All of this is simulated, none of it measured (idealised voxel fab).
process module | voxel gate over fins
cross-section cut | 240 nm wide | cells 5 nm
A cross-section is a grid of square cells, given in bands from the top down. A band is one or more rows of cells.
Each band's line starts with the height of the band's top and of its bottom, in nm. Then come its materials from left to right, each with its width in nm. One material with "throughout" fills the band from edge to edge. "air" is empty space.
Height 0 is the level under which the wafer as received is all one material. The lowest band goes on downwards, as in "0 down".
A width such as "30 to 40" changes by the same amount from each row of cells to the next, from the band's top row to its bottom row.
"no change" after a step means that no cell of the cross-section changed.
closed voids: empty space of 8 cells or more with no open way to the top, each as width x height at its distance from the left edge, in nm
after a step's settings: what the simulator itself notes on the step
overlay nm, on a step with a mask: how far to the right of its planned place the mask lay; to the left if negative
plan
1 op RECEIVE | material Si
2 op CONFORMAL_DEP | material SiN | thk nm 10
3 op DIRECTIONAL_DEP | material aC | thk nm 15
4 op PATTERN | tone cover | mask id FINS | material resist | width nm 15 | pitch nm 35 | thk nm 30 | overlay nm 0
5 op DIRECTIONAL_ETCH | etch materials aC | depth nm 15
6 op STRIP | etch materials resist
7 op DIRECTIONAL_ETCH | etch materials SiN | depth nm 10
8 op DIRECTIONAL_ETCH | etch materials Si | depth nm 35
9 op STRIP | etch materials aC
10 op OXIDIZE | depth nm 5
11 op FILL_DEP | material SiO2 | thk nm 5
12 op CMP | height nm 10
13 op SELECTIVE_ETCH | etch materials SiO2 | depth nm 25
14 op STRIP | etch materials SiN
15 op CONFORMAL_DEP | material HfO2 | thk nm 5
16 op CONFORMAL_DEP | material TiN | thk nm 5
17 op FILL_DEP | material W | thk nm 10
18 op CMP | height nm 15
19 op CONFORMAL_DEP | material SiN | thk nm 5
as received, after step 1
  0 down: Si throughout
  closed voids: none
first wafer at the end, as planned
  20 to 15: SiN throughout
  15 to 10: W throughout
  10 to 5: W 70 | TiN 25 | W 10 | TiN 25 | W 10 | TiN 25 | W 75
  5 to 0: W 70 | TiN 5 | HfO2 15 | TiN 5 | W 10 | TiN 5 | HfO2 15 | TiN 5 | W 10 | TiN 5 | HfO2 15 | TiN 5 | W 75
  0 to -5: W 70 | TiN 5 | HfO2 5 | Si 5 | HfO2 5 | TiN 5 | W 10 | TiN 5 | HfO2 5 | Si 5 | HfO2 5 | TiN 5 | W 10 | TiN 5 | HfO2 5 | Si 5 | HfO2 5 | TiN 5 | W 75
  -5 to -10: TiN 75 | HfO2 5 | Si 5 | HfO2 5 | TiN 20 | HfO2 5 | Si 5 | HfO2 5 | TiN 20 | HfO2 5 | Si 5 | HfO2 5 | TiN 80
  -10 to -15: HfO2 80 | Si 5 | HfO2 30 | Si 5 | HfO2 30 | Si 5 | HfO2 85
  -15 to -40: SiO2 80 | Si 5 | SiO2 30 | Si 5 | SiO2 30 | Si 5 | SiO2 85
  -40 down: Si throughout
  closed voids: none
second wafer at the end: like start, like plan, one mistake
  20 to 15: SiN throughout
  15 to 10: W throughout
  10 to 5: TiN 80 | W 5 | TiN 30 | W 5 | TiN 30 | W 5 | TiN 85
  5 to 0: HfO2 75 | TiN 5 | W 5 | TiN 5 | HfO2 20 | TiN 5 | W 5 | TiN 5 | HfO2 20 | TiN 5 | W 5 | TiN 5 | HfO2 80
  0 to -5: Si 70 | HfO2 5 | TiN 5 | W 5 | TiN 5 | HfO2 5 | Si 10 | HfO2 5 | TiN 5 | W 5 | TiN 5 | HfO2 5 | Si 10 | HfO2 5 | TiN 5 | W 5 | TiN 5 | HfO2 5 | Si 75
  -5 to -10: Si 70 | HfO2 5 | TiN 15 | HfO2 5 | Si 10 | HfO2 5 | TiN 15 | HfO2 5 | Si 10 | HfO2 5 | TiN 15 | HfO2 5 | Si 75
  -10 to -15: Si 70 | HfO2 25 | Si 10 | HfO2 25 | Si 10 | HfO2 25 | Si 75
  -15 to -40: Si 70 | SiO2 25 | Si 10 | SiO2 25 | Si 10 | SiO2 25 | Si 75
  -40 down: Si throughout
  closed voids: none
what went wrong: step 4 ran as: op PATTERN | tone open | mask id FINS | material resist | width nm 15 | pitch nm 35 | thk nm 30 | overlay nm 0
at the end the second wafer has, in cells: 240 more of Si | 150 fewer of SiO2 | 90 fewer of W
